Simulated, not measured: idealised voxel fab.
Herein follows the process module entitled voxel wiring stack.
In the cross-section labelled cut, the width is 250 nm and each square cell is 5 nm.
Cross-section = grid of square cells, listed top down in bands; band = one or more rows.
Look at the band entry: it leads with the top's height and the bottom's height in nm. Then it lists the materials left to right, with a width in nm for each. The word "full width" on a single material says that material fills the band edge to edge. The word "blank" is empty space.
Convention: height 0 is the level below which the wafer, as received, is all one material. The lowest band does not terminate at the bottom but continues downward, represented as "z 0 and below".
So if you see something like "30 to 40" for the width, read it as the top row of the band sitting at the first number and the bottom row at the second, with every row in between moving by the same amount as the last.
When a step is marked "no alterations made", none of the cells in the cross-section changed during that step.
Empty spaces counting at least 8 cells and having no open way to the top are listed in "Closed void catalog". The notation width x height at distance is used for each, the distance being from the left edge and all three values in nm.
What comes after the settings on a step's line is commentary from the simulator itself on that step.
Each step line may optionally specify "overlay nm", which for a step with a mask gives the rightward distance between the mask's planned place and where it lay, a negative value indicating the leftward direction.
Steps planned for the process:
step 1: RECEIVE, material Si
step 2: CONFORMAL_DEP, material SiO2, thk nm 10
step 3: DIRECTIONAL_DEP, material TiN, thk nm 5
step 4: DIRECTIONAL_DEP, material W, thk nm 15
step 5: DIRECTIONAL_DEP, material aC, thk nm 10
step 6: PATTERN, tone cover, mask id METAL_1, material resist, width nm 30, pitch nm 50, thk nm 25, overlay nm 0
step 7: DIRECTIONAL_ETCH, etch materials aC, depth nm 10
step 8: STRIP, etch materials resist
step 9: DIRECTIONAL_ETCH, etch materials W, depth nm 15
step 10: DIRECTIONAL_ETCH, etch materials TiN, depth nm 5
step 11: STRIP, etch materials aC
step 12: FILL_DEP, material lowk, thk nm 5
step 13: CMP, height nm 30
step 14: CONFORMAL_DEP, material SiCN, thk nm 5
step 15: DIRECTIONAL_DEP, material lowk, thk nm 25
step 16: DIRECTIONAL_DEP, material aC, thk nm 10
step 17: PATTERN, tone open, mask id METAL_2, material resist, width nm 30, pitch nm 50, thk nm 25, overlay nm 0
step 18: DIRECTIONAL_ETCH, etch materials aC, depth nm 10
step 19: STRIP, etch materials resist
step 20: DIRECTIONAL_ETCH, etch materials lowk, depth nm 15
step 21: STRIP, etch materials aC
step 22: MASKED_ETCH, tone open, mask id METAL_2_HOLES, width nm 15, pitch nm 50, etch materials lowk, depth nm 10, overlay nm 0
step 23: MASKED_ETCH, tone open, mask id METAL_2_HOLES, width nm 15, pitch nm 50, etch materials SiCN, depth nm 5, overlay nm 0
step 24: CONFORMAL_DEP, material TiN, thk nm 5
step 25: FILL_DEP, material Cu, thk nm 10
step 26: CMP, height nm 60
step 27: CONFORMAL_DEP, material SiCN, thk nm 5
step 28: DIRECTIONAL_DEP, material SiO2, thk nm 15
step 29: PATTERN, tone open, mask id PLUG_2, material resist, width nm 15, pitch nm 50, thk nm 15, overlay nm 0
step 30: DIRECTIONAL_ETCH, etch materials SiO2, depth nm 15
step 31: DIRECTIONAL_ETCH, etch materials SiCN, depth nm 5
step 32: STRIP, etch materials resist
step 33: EPI, material Ru, thk nm 10
step 34: EPI, material Ru, thk nm 10
step 35: DIRECTIONAL_DEP, material TiN, thk nm 5
step 36: DIRECTIONAL_DEP, material Ru, thk nm 25
step 37: MASKED_ETCH, tone cover, mask id METAL_3, width nm 30, pitch nm 50, etch materials Ru, depth nm 25, overlay nm 0
step 38: MASKED_ETCH, tone cover, mask id METAL_3, width nm 30, pitch nm 50, etch materials TiN, depth nm 5, overlay nm 0
step 39: CONFORMAL_DEP, material SiCN, thk nm 5
step 40: FILL_DEP, material lowk, thk nm 5
step 41: CMP, height nm 110
step 42: CONFORMAL_DEP, material SiCN, thk nm 5
The cross-section here shows the wafer as received, i.e. in its state after step 1:
- z 0 and below  Si full width
- Closed void catalog: none
End state of the module in cross-section, given the above starting point and plan and one mistake in execution:
- z 115 to 110  SiCN full width
- z 110 to 100  lowk 55  SiCN 5  Ru 30  SiCN 5  lowk 10  SiCN 5  Ru 30  SiCN 5  lowk 10  SiCN 5  Ru 30  SiCN 5  lowk 55
- z 100 to 95  SiCN 60  Ru 15  TiN 15  SiCN 20  Ru 15  TiN 15  SiCN 20  Ru 15  TiN 15  SiCN 60
- z 95 to 85  SiO2 60  Ru 15  SiO2 35  Ru 15  SiO2 35  Ru 15  SiO2 75
- z 85 to 80  SiO2 60  TiN 15  SiO2 35  TiN 15  SiO2 35  TiN 15  SiO2 75
- z 80 to 65  SiO2 full width
- z 65 to 60  SiCN full width
- z 60 to 50  lowk 60  TiN 5  Cu 20  TiN 5  lowk 20  TiN 5  Cu 20  TiN 5  lowk 20  TiN 5  Cu 20  TiN 5  lowk 60
- z 50 to 45  lowk 60  TiN 5  Cu 5  TiN 20  lowk 20  TiN 5  Cu 5  TiN 20  lowk 20  TiN 5  Cu 5  TiN 20  lowk 60
- z 45 to 35  lowk 60  TiN 5  Cu 5  TiN 5  lowk 35  TiN 5  Cu 5  TiN 5  lowk 35  TiN 5  Cu 5  TiN 5  lowk 75
- z 35 to 30  SiCN 60  TiN 15  SiCN 35  TiN 15  SiCN 35  TiN 15  SiCN 75
- z 30 to 15  lowk 60  W 30  lowk 20  W 30  lowk 20  W 30  lowk 60
- z 15 to 10  lowk 60  TiN 30  lowk 20  TiN 30  lowk 20  TiN 30  lowk 60
- z 10 to 0  SiO2 full width
- z 0 and below  Si full width
- Closed void catalog: none
The plan and the run diverged here: step 28 of the plan was executed twice over
